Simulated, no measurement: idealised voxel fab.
Presented below is a process module, voxel wiring stack.
It is cross-section cut that appears here, measuring 290 nm in width, its square cells being 5 nm in size.
In what follows, cross-sections appear as grids of square cells, described through bands that run from the top down, where every band is one or more rows of cells.
Per band: top height and bottom height in nm, followed by the left-to-right materials and their widths in nm; "all across" marks a single material spanning edge to edge, "air" marks empty space.
Heights are expressed relative to 0, this being the level below which the as-received wafer comprises one material exclusively. The lowest band is unbounded in the downward direction and is denoted as in "0 down".
A two-number width, for instance "30 to 40", indicates that the width is equal to the first number in the top row of the band and to the second number in the bottom row, and that it changes by a constant amount per row of cells.
Take "remained unchanged" at face value: in the step it is given for, the cross-section changed in none of its cells.
In the "Closed-off voids" entry, you get each enclosed empty space of 8 cells or more, one with no open way to the top, written width x height at distance, distance from the left edge, in nm.
Anything after a step's settings on that line? It's the simulator's own note about the step.
overlay nm: mask right of planned place by this much (step with mask). Neg. = left.

Steps in the process plan
| 1 | RECEIVE | material Si |
| 2 | CONFORMAL_DEP | material SiO2 | thk nm 15 |
| 3 | DIRECTIONAL_DEP | material TiN | thk nm 5 |
| 4 | DIRECTIONAL_DEP | material W | thk nm 20 |
| 5 | DIRECTIONAL_DEP | material aC | thk nm 10 |
| 6 | PATTERN | tone cover | mask id METAL_1 | material resist | width nm 30 | pitch nm 60 | thk nm 25 | overlay nm 0 |
| 7 | DIRECTIONAL_ETCH | etch materials aC | depth nm 10 |
| 8 | STRIP | etch materials resist |
| 9 | DIRECTIONAL_ETCH | etch materials W | depth nm 20 |
| 10 | DIRECTIONAL_ETCH | etch materials TiN | depth nm 5 |
| 11 | STRIP | etch materials aC |
| 12 | FILL_DEP | material SiO2 | thk nm 5 |
| 13 | CMP | height nm 40 |
| 14 | CONFORMAL_DEP | material SiCN | thk nm 5 |
| 15 | DIRECTIONAL_DEP | material lowk | thk nm 30 |
| 16 | PATTERN | tone open | mask id METAL_2_HOLES | material resist | width nm 15 | pitch nm 120 | thk nm 15 | overlay nm 0 |
| 17 | DIRECTIONAL_ETCH | etch materials lowk | depth nm 30 |
| 18 | STRIP | etch materials resist |
| 19 | PATTERN | tone open | mask id METAL_2 | material resist | width nm 30 | pitch nm 60 | thk nm 20 | overlay nm 0 |
| 20 | DIRECTIONAL_ETCH | etch materials lowk | depth nm 20 |
| 21 | DIRECTIONAL_ETCH | etch materials SiCN | depth nm 5 |
| 22 | STRIP | etch materials resist |
| 23 | CONFORMAL_DEP | material TiN | thk nm 5 |
| 24 | FILL_DEP | material Cu | thk nm 10 |
| 25 | CMP | height nm 75 |
| 26 | CONFORMAL_DEP | material SiCN | thk nm 5 |
| 27 | DIRECTIONAL_DEP | material SiO2 | thk nm 15 |
| 28 | PATTERN | tone open | mask id PLUG_2 | material resist | width nm 15 | pitch nm 60 | thk nm 15 | overlay nm 0 |
| 29 | DIRECTIONAL_ETCH | etch materials SiO2 | depth nm 15 |
| 30 | DIRECTIONAL_ETCH | etch materials SiCN | depth nm 5 |
| 31 | STRIP | etch materials resist |
| 32 | EPI | material Ru | thk nm 10 |
| 33 | EPI | material Ru | thk nm 10 |
| 34 | DIRECTIONAL_DEP | material TiN | thk nm 5 |
| 35 | DIRECTIONAL_DEP | material W | thk nm 20 |
| 36 | DIRECTIONAL_DEP | material aC | thk nm 10 |
| 37 | PATTERN | tone cover | mask id METAL_3 | material resist | width nm 30 | pitch nm 60 | thk nm 25 | overlay nm 0 |
| 38 | DIRECTIONAL_ETCH | etch materials aC | depth nm 10 |
| 39 | STRIP | etch materials resist |
| 40 | DIRECTIONAL_ETCH | etch materials W | depth nm 20 |
| 41 | DIRECTIONAL_ETCH | etch materials TiN | depth nm 5 |
| 42 | STRIP | etch materials aC |
| 43 | FILL_DEP | material lowk | thk nm 5 |
| 44 | CMP | height nm 120 |
| 45 | CONFORMAL_DEP | material SiCN | thk nm 5 |

Incoming wafer in cross-section (state: after step 1)
    0 down = Si all across
    Closed-off voids: none

Starting structure and process plan are as shown above, but one mistake was made in running the module; the wafer cross-section at the end of the module follows
    125 to 120 = SiCN all across
    120 to 100 = 70 of lowk  30 of W  30 of lowk  30 of W  30 of lowk  30 of W  70 of lowk
    100 to 95 = 70 of lowk  30 of TiN  30 of lowk  30 of TiN  30 of lowk  30 of TiN  70 of lowk
    95 to 80 = 70 of SiO2  15 of Ru  45 of SiO2  15 of Ru  45 of SiO2  15 of Ru  85 of SiO2
    80 to 75 = 70 of SiCN  15 of Ru  45 of SiCN  15 of Ru  45 of SiCN  15 of Ru  85 of SiCN
    75 to 60 = 70 of lowk  5 of TiN  15 of Cu  5 of TiN  40 of lowk  5 of TiN  10 of Cu  5 of TiN  35 of lowk  5 of TiN  15 of Cu  5 of TiN  75 of lowk
    60 to 55 = 70 of lowk  5 of TiN  5 of Cu  15 of TiN  40 of lowk  20 of TiN  35 of lowk  5 of TiN  5 of Cu  15 of TiN  75 of lowk
    55 to 50 = 70 of lowk  5 of TiN  5 of Cu  5 of TiN  105 of lowk  5 of TiN  5 of Cu  5 of TiN  85 of lowk
    50 to 45 = 70 of lowk  15 of TiN  105 of lowk  15 of TiN  85 of lowk
    45 to 40 = 75 of SiCN  10 of TiN  110 of SiCN  10 of TiN  85 of SiCN
    40 to 20 = 70 of SiO2  30 of W  30 of SiO2  30 of W  30 of SiO2  30 of W  70 of SiO2
    20 to 15 = 70 of SiO2  30 of TiN  30 of SiO2  30 of TiN  30 of SiO2  30 of TiN  70 of SiO2
    15 to 0 = SiO2 all across
    0 down = Si all across
    Closed-off voids: none
Misprocessing identified: note that step 19 departed from the planned setting and was carried out as PATTERN | tone open | mask id METAL_2 | material resist | width nm 20 | pitch nm 60 | thk nm 20 | overlay nm 0
